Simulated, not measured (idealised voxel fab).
Process module name: voxel self aligned vias
We display cut, a cross-section 150 nm in width whose square cells are each 5 nm.
Cross-section format: a grid of square cells, given as bands from top to bottom; each band is one or more rows of cells. What a band's entry tells you: where the top is and where the bottom is, as heights in nm, and after that what lies inside, material by material from left to right, each with its width in nm. Empty space is written as the word "empty", and a single material marked with the word "full width" occupies the band from edge to edge. Heads up on the height convention: 0 is the point under which the incoming wafer is all one material, and the lowest band has no bottom, it just keeps going down, like "0..down". Note: "30->40" means the width goes from the first number (top row of the band) to the second number (bottom row) in equal steps per row of cells. No cell of the cross-section changed in a step that is given as "identical to before". Empty spaces without an open route to the top, at least 8 cells in extent, make up the entry "Sealed voids"; each is given as width x height at distance, where the distance is measured from the left edge, and all are in nm. Whatever follows a step's settings on its line is a remark the simulator itself makes about that step. overlay nm: mask offset rightward from planned place, masked step; negative means leftward offset.
Steps in the process plan
1: RECEIVE [material Si]
2: CONFORMAL_DEP [material SiO2] [thk nm 15]
3: CONFORMAL_DEP [material SiCN] [thk nm 5]
4: DIRECTIONAL_DEP [material SiO2] [thk nm 30]
5: PATTERN [tone open] [mask id LINES] [material resist] [width nm 25] [pitch nm 65] [thk nm 15] [overlay nm 0]
6: DIRECTIONAL_ETCH [etch materials SiO2] [depth nm 30]
7: STRIP [etch materials resist]
8: CONFORMAL_DEP [material TiN] [thk nm 5]
9: FILL_DEP [material W] [thk nm 5]
10: CMP [height nm 50]
11: SELECTIVE_ETCH [etch materials W Ru TiN] [depth nm 5]
12: FILL_DEP [material SiN] [thk nm 10]
13: CMP [height nm 50]
14: DIRECTIONAL_DEP [material SiO2] [thk nm 15]
15: DIRECTIONAL_DEP [material aC] [thk nm 10]
16: PATTERN [tone open] [mask id VIAS] [material resist] [width nm 45] [thk nm 30] [overlay nm 0]
17: DIRECTIONAL_ETCH [etch materials aC] [depth nm 10]
18: STRIP [etch materials resist]
19: DIRECTIONAL_ETCH [etch materials SiO2] [depth nm 15]
20: DIRECTIONAL_ETCH [etch materials SiN] [depth nm 5]
21: STRIP [etch materials aC]
22: CONFORMAL_DEP [material TiN] [thk nm 5]
23: FILL_DEP [material Cu] [thk nm 5]
24: CMP [height nm 65]
25: CONFORMAL_DEP [material SiN] [thk nm 5]
First wafer, two in total, run as planned
Cross-section of the wafer as it came to us, i.e., already through step 1
* 0..down | Si full width
* Sealed voids: none
The wafer, seen in cross-section, after step 2
* 15..0 | SiO2 full width
* No changes below 0.
The wafer, seen in cross-section, after step 3
* 20..15 | SiCN full width
* No changes below 15.
The wafer, seen in cross-section, after step 4
* 50..20 | SiO2 full width
* No changes below 20.
The wafer, seen in cross-section, after step 5
* 65..50 | 30 of resist, 25 of empty, 40 of resist, 25 of empty, 30 of resist
* No changes below 50.
The wafer, seen in cross-section, after step 6
* 65..50 | 30 of resist, 25 of empty, 40 of resist, 25 of empty, 30 of resist
* 50..20 | 30 of SiO2, 25 of empty, 40 of SiO2, 25 of empty, 30 of SiO2
* No changes below 20.
The wafer, seen in cross-section, after step 7
* 50..20 | 30 of SiO2, 25 of empty, 40 of SiO2, 25 of empty, 30 of SiO2
* No changes below 20.
The wafer, seen in cross-section, after step 8
* 55..50 | 35 of TiN, 15 of empty, 50 of TiN, 15 of empty, 35 of TiN
* 50..25 | 30 of SiO2, 5 of TiN, 15 of empty, 5 of TiN, 40 of SiO2, 5 of TiN, 15 of empty, 5 of TiN, 30 of SiO2
* 25..20 | 30 of SiO2, 25 of TiN, 40 of SiO2, 25 of TiN, 30 of SiO2
* No changes below 20.
The wafer, seen in cross-section, after step 9
* 60..55 | W full width
* 55..50 | 35 of TiN, 15 of W, 50 of TiN, 15 of W, 35 of TiN
* 50..25 | 30 of SiO2, 5 of TiN, 15 of W, 5 of TiN, 40 of SiO2, 5 of TiN, 15 of W, 5 of TiN, 30 of SiO2
* No changes below 25.
The wafer, seen in cross-section, after step 10
* 50..25 | 30 of SiO2, 5 of TiN, 15 of W, 5 of TiN, 40 of SiO2, 5 of TiN, 15 of W, 5 of TiN, 30 of SiO2
* No changes below 25.
The wafer, seen in cross-section, after step 11
* 50..45 | 30 of SiO2, 25 of empty, 40 of SiO2, 25 of empty, 30 of SiO2
* No changes below 45.
The wafer, seen in cross-section, after step 12
* 60..50 | SiN full width
* 50..45 | 30 of SiO2, 25 of SiN, 40 of SiO2, 25 of SiN, 30 of SiO2
* No changes below 45.
The wafer, seen in cross-section, after step 13
* 50..45 | 30 of SiO2, 25 of SiN, 40 of SiO2, 25 of SiN, 30 of SiO2
* No changes below 45.
The wafer, seen in cross-section, after step 14
* 65..50 | SiO2 full width
* No changes below 50.
The wafer, seen in cross-section, after step 15
* 75..65 | aC full width
* No changes below 65.
The wafer, seen in cross-section, after step 16
* 105..75 | 20 of resist, 45 of empty, 85 of resist
* No changes below 75.
The wafer, seen in cross-section, after step 17
* 95..75 | 20 of resist, 45 of empty, 85 of resist
* 75..65 | 20 of aC, 45 of empty, 85 of aC
* No changes below 65.
The wafer, seen in cross-section, after step 18
* 75..65 | 20 of aC, 45 of empty, 85 of aC
* No changes below 65.
The wafer, seen in cross-section, after step 19
* 75..65 | 20 of aC, 45 of empty, 85 of aC
* 65..50 | 20 of SiO2, 45 of empty, 85 of SiO2
* No changes below 50.
The wafer, seen in cross-section, after step 20
* 75..65 | 20 of aC, 45 of empty, 85 of aC
* 65..50 | 20 of SiO2, 45 of empty, 85 of SiO2
* 50..45 | 30 of SiO2, 25 of empty, 40 of SiO2, 25 of SiN, 30 of SiO2
* No changes below 45.
The wafer, seen in cross-section, after step 21
* 65..50 | 20 of SiO2, 45 of empty, 85 of SiO2
* No changes below 50.
The wafer, seen in cross-section, after step 22
* 70..65 | 25 of TiN, 35 of empty, 90 of TiN
* 65..55 | 20 of SiO2, 5 of TiN, 35 of empty, 5 of TiN, 85 of SiO2
* 55..50 | 20 of SiO2, 15 of TiN, 15 of empty, 15 of TiN, 85 of SiO2
* 50..45 | 30 of SiO2, 25 of TiN, 40 of SiO2, 25 of SiN, 30 of SiO2
* No changes below 45.
The wafer, seen in cross-section, after step 23
* 75..70 | Cu full width
* 70..65 | 25 of TiN, 35 of Cu, 90 of TiN
* 65..55 | 20 of SiO2, 5 of TiN, 35 of Cu, 5 of TiN, 85 of SiO2
* 55..50 | 20 of SiO2, 15 of TiN, 15 of Cu, 15 of TiN, 85 of SiO2
* No changes below 50.
The wafer, seen in cross-section, after step 24
* 65..55 | 20 of SiO2, 5 of TiN, 35 of Cu, 5 of TiN, 85 of SiO2
* No changes below 55.
The wafer, seen in cross-section, after step 25
* 70..65 | SiN full width
* No changes below 65.
Second wafer: same start and same plan as the first, one execution error; identical to the first through step 19
What the second wafer looks like in cross-section when step 20 should have wrapped up
* 75..65 | 20 of aC, 45 of empty, 85 of aC
* 65..50 | 20 of SiO2, 45 of empty, 85 of SiO2
* 50..45 | 20 of SiO2, 10 of empty, 25 of SiN, 10 of empty, 30 of SiO2, 25 of SiN, 30 of SiO2
* No changes below 45.
What the second wafer looks like in cross-section when step 21 should have wrapped up
* 65..50 | 20 of SiO2, 45 of empty, 85 of SiO2
* No changes below 50.
What the second wafer looks like in cross-section when step 22 should have wrapped up
* 70..65 | 25 of TiN, 35 of empty, 90 of TiN
* 65..55 | 20 of SiO2, 5 of TiN, 35 of empty, 5 of TiN, 85 of SiO2
* 55..50 | 20 of SiO2, 45 of TiN, 85 of SiO2
* 50..45 | 20 of SiO2, 10 of TiN, 25 of SiN, 10 of TiN, 30 of SiO2, 25 of SiN, 30 of SiO2
* No changes below 45.
What the second wafer looks like in cross-section when step 23 should have wrapped up
* 75..70 | Cu full width
* 70..65 | 25 of TiN, 35 of Cu, 90 of TiN
* 65..55 | 20 of SiO2, 5 of TiN, 35 of Cu, 5 of TiN, 85 of SiO2
* No changes below 55.
What the second wafer looks like in cross-section when step 24 should have wrapped up
* 65..55 | 20 of SiO2, 5 of TiN, 35 of Cu, 5 of TiN, 85 of SiO2
* No changes below 55.
What the second wafer looks like in cross-section when step 25 should have wrapped up
* 70..65 | SiN full width
* No changes below 65.
Here's what went sideways: it should be noted that step 20 was executed with settings other than those planned, the operation and settings actually applied being DIRECTIONAL_ETCH [etch materials SiO2] [depth nm 5]
FYI, end of process, the second wafer has more or fewer cells of some materials than the first: 3 fewer of Cu; 5 more of SiN; 4 fewer of SiO2; 2 more of TiN
